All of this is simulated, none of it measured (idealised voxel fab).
The process module presented herein is designated voxel self aligned vias.
The figure presents cross-section cut, which has a width of 270 nm and is divided into square cells with an edge length of 5 nm.
A cross-section is a grid of square cells, given in bands from the top down. A band is one or more rows of cells. Per band: top height and bottom height in nm, followed by the left-to-right materials and their widths in nm; "everywhere" marks a single material spanning edge to edge, "blank" marks empty space. Basically, 0 is our baseline, since under it the wafer straight out of the box is all one material. The bottom band has no lower end and keeps on going down, so it looks like "0 -> down". Graded width ("30 to 40"): value in top row of band = first number; value in bottom row = second number; row-to-row change constant. For the purposes of this document, the phrase "nothing altered" attached to a step denotes that no cell within the cross-section was modified by that step. The label "Enclosed voids" introduces a list of the empty spaces, 8 cells or larger, that have no open way up to the top; each entry in it reads width x height at distance, where the distance is taken from the left edge and all three are stated in nm. The remark found on a step's line after its settings is issued by the simulator itself and pertains to that step. overlay nm: mask right of planned place by this much (step with mask). Neg. = left.

[The planned process steps are enumerated hereunder]
1. RECEIVE [material Si]
2. CONFORMAL_DEP [material SiO2] [thk nm 10]
3. CONFORMAL_DEP [material SiCN] [thk nm 5]
4. DIRECTIONAL_DEP [material SiO2] [thk nm 30]
5. PATTERN [tone open] [mask id LINES] [material resist] [width nm 20] [pitch nm 55] [thk nm 15] [overlay nm 0]
6. DIRECTIONAL_ETCH [etch materials SiO2] [depth nm 30]
7. STRIP [etch materials resist]
8. CONFORMAL_DEP [material TiN] [thk nm 5]
9. FILL_DEP [material W] [thk nm 10]
10. CMP [height nm 45]
11. SELECTIVE_ETCH [etch materials W Ru TiN] [depth nm 5]
12. FILL_DEP [material SiN] [thk nm 5]
13. CMP [height nm 45]
14. DIRECTIONAL_DEP [material SiO2] [thk nm 15]
15. DIRECTIONAL_DEP [material aC] [thk nm 10]
16. PATTERN [tone open] [mask id VIAS] [material resist] [width nm 40] [pitch nm 110] [thk nm 25] [overlay nm 0]
17. DIRECTIONAL_ETCH [etch materials aC] [depth nm 10]
18. STRIP [etch materials resist]
19. DIRECTIONAL_ETCH [etch materials SiO2] [depth nm 15]
20. DIRECTIONAL_ETCH [etch materials SiN] [depth nm 5]
21. STRIP [etch materials aC]
22. CONFORMAL_DEP [material TiN] [thk nm 5]
23. FILL_DEP [material Cu] [thk nm 5]
24. CMP [height nm 60]
25. CONFORMAL_DEP [material SiN] [thk nm 5]

[First of the two wafers, run per plan]

[As-received state of the wafer in cross-section, equivalent to post-step 1]
0 -> down: Si everywhere
Enclosed voids: none

[Wafer section view after processing step 2]
10 -> 0: SiO2 everywhere
Nothing below the height 0 has changed.

[Wafer section view after processing step 3]
15 -> 10: SiCN everywhere
Nothing below the height 10 has changed.

[Wafer section view after processing step 4]
45 -> 15: SiO2 everywhere
Nothing below the height 15 has changed.

[Wafer section view after processing step 5]
60 -> 45: resist=70 | blank=20 | resist=35 | blank=20 | resist=35 | blank=20 | resist=70
Nothing below the height 45 has changed.

[Wafer section view after processing step 6]
60 -> 45: resist=70 | blank=20 | resist=35 | blank=20 | resist=35 | blank=20 | resist=70
45 -> 15: SiO2=70 | blank=20 | SiO2=35 | blank=20 | SiO2=35 | blank=20 | SiO2=70
Nothing below the height 15 has changed.

[Wafer section view after processing step 7]
45 -> 15: SiO2=70 | blank=20 | SiO2=35 | blank=20 | SiO2=35 | blank=20 | SiO2=70
Nothing below the height 15 has changed.

[Wafer section view after processing step 8]
50 -> 45: TiN=75 | blank=10 | TiN=45 | blank=10 | TiN=45 | blank=10 | TiN=75
45 -> 20: SiO2=70 | TiN=5 | blank=10 | TiN=5 | SiO2=35 | TiN=5 | blank=10 | TiN=5 | SiO2=35 | TiN=5 | blank=10 | TiN=5 | SiO2=70
20 -> 15: SiO2=70 | TiN=20 | SiO2=35 | TiN=20 | SiO2=35 | TiN=20 | SiO2=70
Nothing below the height 15 has changed.

[Wafer section view after processing step 9]
60 -> 50: W everywhere
50 -> 45: TiN=75 | W=10 | TiN=45 | W=10 | TiN=45 | W=10 | TiN=75
45 -> 20: SiO2=70 | TiN=5 | W=10 | TiN=5 | SiO2=35 | TiN=5 | W=10 | TiN=5 | SiO2=35 | TiN=5 | W=10 | TiN=5 | SiO2=70
Nothing below the height 20 has changed.

[Wafer section view after processing step 10]
45 -> 20: SiO2=70 | TiN=5 | W=10 | TiN=5 | SiO2=35 | TiN=5 | W=10 | TiN=5 | SiO2=35 | TiN=5 | W=10 | TiN=5 | SiO2=70
Nothing below the height 20 has changed.

[Wafer section view after processing step 11]
45 -> 40: SiO2=70 | blank=20 | SiO2=35 | blank=20 | SiO2=35 | blank=20 | SiO2=70
Nothing below the height 40 has changed.

[Wafer section view after processing step 12]
50 -> 45: SiN everywhere
45 -> 40: SiO2=70 | SiN=20 | SiO2=35 | SiN=20 | SiO2=35 | SiN=20 | SiO2=70
Nothing below the height 40 has changed.

[Wafer section view after processing step 13]
45 -> 40: SiO2=70 | SiN=20 | SiO2=35 | SiN=20 | SiO2=35 | SiN=20 | SiO2=70
Nothing below the height 40 has changed.

[Wafer section view after processing step 14]
60 -> 45: SiO2 everywhere
Nothing below the height 45 has changed.

[Wafer section view after processing step 15]
70 -> 60: aC everywhere
Nothing below the height 60 has changed.

[Wafer section view after processing step 16]
95 -> 70: resist=60 | blank=40 | resist=70 | blank=40 | resist=60
Nothing below the height 70 has changed.

[Wafer section view after processing step 17]
85 -> 70: resist=60 | blank=40 | resist=70 | blank=40 | resist=60
70 -> 60: aC=60 | blank=40 | aC=70 | blank=40 | aC=60
Nothing below the height 60 has changed.

[Wafer section view after processing step 18]
70 -> 60: aC=60 | blank=40 | aC=70 | blank=40 | aC=60
Nothing below the height 60 has changed.

[Wafer section view after processing step 19]
70 -> 60: aC=60 | blank=40 | aC=70 | blank=40 | aC=60
60 -> 45: SiO2=60 | blank=40 | SiO2=70 | blank=40 | SiO2=60
Nothing below the height 45 has changed.

[Wafer section view after processing step 20]
70 -> 60: aC=60 | blank=40 | aC=70 | blank=40 | aC=60
60 -> 45: SiO2=60 | blank=40 | SiO2=70 | blank=40 | SiO2=60
45 -> 40: SiO2=70 | blank=20 | SiO2=35 | SiN=20 | SiO2=35 | blank=20 | SiO2=70
Nothing below the height 40 has changed.

[Wafer section view after processing step 21]
60 -> 45: SiO2=60 | blank=40 | SiO2=70 | blank=40 | SiO2=60
Nothing below the height 45 has changed.

[Wafer section view after processing step 22]
65 -> 60: TiN=65 | blank=30 | TiN=80 | blank=30 | TiN=65
60 -> 50: SiO2=60 | TiN=5 | blank=30 | TiN=5 | SiO2=70 | TiN=5 | blank=30 | TiN=5 | SiO2=60
50 -> 45: SiO2=60 | TiN=15 | blank=10 | TiN=15 | SiO2=70 | TiN=15 | blank=10 | TiN=15 | SiO2=60
45 -> 40: SiO2=70 | TiN=20 | SiO2=35 | SiN=20 | SiO2=35 | TiN=20 | SiO2=70
Nothing below the height 40 has changed.

[Wafer section view after processing step 23]
70 -> 65: Cu everywhere
65 -> 60: TiN=65 | Cu=30 | TiN=80 | Cu=30 | TiN=65
60 -> 50: SiO2=60 | TiN=5 | Cu=30 | TiN=5 | SiO2=70 | TiN=5 | Cu=30 | TiN=5 | SiO2=60
50 -> 45: SiO2=60 | TiN=15 | Cu=10 | TiN=15 | SiO2=70 | TiN=15 | Cu=10 | TiN=15 | SiO2=60
Nothing below the height 45 has changed.

[Wafer section view after processing step 24]
60 -> 50: SiO2=60 | TiN=5 | Cu=30 | TiN=5 | SiO2=70 | TiN=5 | Cu=30 | TiN=5 | SiO2=60
Nothing below the height 50 has changed.

[Wafer section view after processing step 25]
65 -> 60: SiN everywhere
Nothing below the height 60 has changed.

[Second wafer: same start and same plan as the first, one execution error; identical to the first through step 4]

[Second wafer shown in cross-section at the time step 5 was slated to end]
60 -> 45: resist=65 | blank=20 | resist=35 | blank=20 | resist=35 | blank=20 | resist=75
Nothing below the height 45 has changed.

[Second wafer shown in cross-section at the time step 6 was slated to end]
60 -> 45: resist=65 | blank=20 | resist=35 | blank=20 | resist=35 | blank=20 | resist=75
45 -> 15: SiO2=65 | blank=20 | SiO2=35 | blank=20 | SiO2=35 | blank=20 | SiO2=75
Nothing below the height 15 has changed.

[Second wafer shown in cross-section at the time step 7 was slated to end]
45 -> 15: SiO2=65 | blank=20 | SiO2=35 | blank=20 | SiO2=35 | blank=20 | SiO2=75
Nothing below the height 15 has changed.

[Second wafer shown in cross-section at the time step 8 was slated to end]
50 -> 45: TiN=70 | blank=10 | TiN=45 | blank=10 | TiN=45 | blank=10 | TiN=80
45 -> 20: SiO2=65 | TiN=5 | blank=10 | TiN=5 | SiO2=35 | TiN=5 | blank=10 | TiN=5 | SiO2=35 | TiN=5 | blank=10 | TiN=5 | SiO2=75
20 -> 15: SiO2=65 | TiN=20 | SiO2=35 | TiN=20 | SiO2=35 | TiN=20 | SiO2=75
Nothing below the height 15 has changed.

[Second wafer shown in cross-section at the time step 9 was slated to end]
60 -> 50: W everywhere
50 -> 45: TiN=70 | W=10 | TiN=45 | W=10 | TiN=45 | W=10 | TiN=80
45 -> 20: SiO2=65 | TiN=5 | W=10 | TiN=5 | SiO2=35 | TiN=5 | W=10 | TiN=5 | SiO2=35 | TiN=5 | W=10 | TiN=5 | SiO2=75
Nothing below the height 20 has changed.

[Second wafer shown in cross-section at the time step 10 was slated to end]
45 -> 20: SiO2=65 | TiN=5 | W=10 | TiN=5 | SiO2=35 | TiN=5 | W=10 | TiN=5 | SiO2=35 | TiN=5 | W=10 | TiN=5 | SiO2=75
Nothing below the height 20 has changed.

[Second wafer shown in cross-section at the time step 11 was slated to end]
45 -> 40: SiO2=65 | blank=20 | SiO2=35 | blank=20 | SiO2=35 | blank=20 | SiO2=75
Nothing below the height 40 has changed.

[Second wafer shown in cross-section at the time step 12 was slated to end]
50 -> 45: SiN everywhere
45 -> 40: SiO2=65 | SiN=20 | SiO2=35 | SiN=20 | SiO2=35 | SiN=20 | SiO2=75
Nothing below the height 40 has changed.

[Second wafer shown in cross-section at the time step 13 was slated to end]
45 -> 40: SiO2=65 | SiN=20 | SiO2=35 | SiN=20 | SiO2=35 | SiN=20 | SiO2=75
Nothing below the height 40 has changed.

[Second wafer shown in cross-section at the time step 14 was slated to end]
60 -> 45: SiO2 everywhere
Nothing below the height 45 has changed.

[Second wafer shown in cross-section at the time step 15 was slated to end]
70 -> 60: aC everywhere
Nothing below the height 60 has changed.

[Second wafer shown in cross-section at the time step 16 was slated to end]
95 -> 70: resist=60 | blank=40 | resist=70 | blank=40 | resist=60
Nothing below the height 70 has changed.

[Second wafer shown in cross-section at the time step 17 was slated to end]
85 -> 70: resist=60 | blank=40 | resist=70 | blank=40 | resist=60
70 -> 60: aC=60 | blank=40 | aC=70 | blank=40 | aC=60
Nothing below the height 60 has changed.

[Second wafer shown in cross-section at the time step 18 was slated to end]
70 -> 60: aC=60 | blank=40 | aC=70 | blank=40 | aC=60
Nothing below the height 60 has changed.

[Second wafer shown in cross-section at the time step 19 was slated to end]
70 -> 60: aC=60 | blank=40 | aC=70 | blank=40 | aC=60
60 -> 45: SiO2=60 | blank=40 | SiO2=70 | blank=40 | SiO2=60
Nothing below the height 45 has changed.

[Second wafer shown in cross-section at the time step 20 was slated to end]
70 -> 60: aC=60 | blank=40 | aC=70 | blank=40 | aC=60
60 -> 45: SiO2=60 | blank=40 | SiO2=70 | blank=40 | SiO2=60
45 -> 40: SiO2=65 | blank=20 | SiO2=35 | SiN=20 | SiO2=35 | blank=20 | SiO2=75
Nothing below the height 40 has changed.

[Second wafer shown in cross-section at the time step 21 was slated to end]
60 -> 45: SiO2=60 | blank=40 | SiO2=70 | blank=40 | SiO2=60
Nothing below the height 45 has changed.

[Second wafer shown in cross-section at the time step 22 was slated to end]
65 -> 60: TiN=65 | blank=30 | TiN=80 | blank=30 | TiN=65
60 -> 50: SiO2=60 | TiN=5 | blank=30 | TiN=5 | SiO2=70 | TiN=5 | blank=30 | TiN=5 | SiO2=60
50 -> 45: SiO2=60 | TiN=10 | blank=10 | TiN=20 | SiO2=70 | TiN=10 | blank=10 | TiN=20 | SiO2=60
45 -> 40: SiO2=65 | TiN=20 | SiO2=35 | SiN=20 | SiO2=35 | TiN=20 | SiO2=75
Nothing below the height 40 has changed.

[Second wafer shown in cross-section at the time step 23 was slated to end]
70 -> 65: Cu everywhere
65 -> 60: TiN=65 | Cu=30 | TiN=80 | Cu=30 | TiN=65
60 -> 50: SiO2=60 | TiN=5 | Cu=30 | TiN=5 | SiO2=70 | TiN=5 | Cu=30 | TiN=5 | SiO2=60
50 -> 45: SiO2=60 | TiN=10 | Cu=10 | TiN=20 | SiO2=70 | TiN=10 | Cu=10 | TiN=20 | SiO2=60
Nothing below the height 45 has changed.

[Second wafer shown in cross-section at the time step 24 was slated to end]
60 -> 50: SiO2=60 | TiN=5 | Cu=30 | TiN=5 | SiO2=70 | TiN=5 | Cu=30 | TiN=5 | SiO2=60
Nothing below the height 50 has changed.

[Second wafer shown in cross-section at the time step 25 was slated to end]
65 -> 60: SiN everywhere
Nothing below the height 60 has changed.
Error vs. plan: heads up, step 5 didn't go per plan, it actually ran as PATTERN [tone open] [mask id LINES] [material resist] [width nm 20] [pitch nm 55] [thk nm 15] [overlay nm -5]
At the close, every material occupies the same number of cells on the second wafer as on the first, only in different positions.
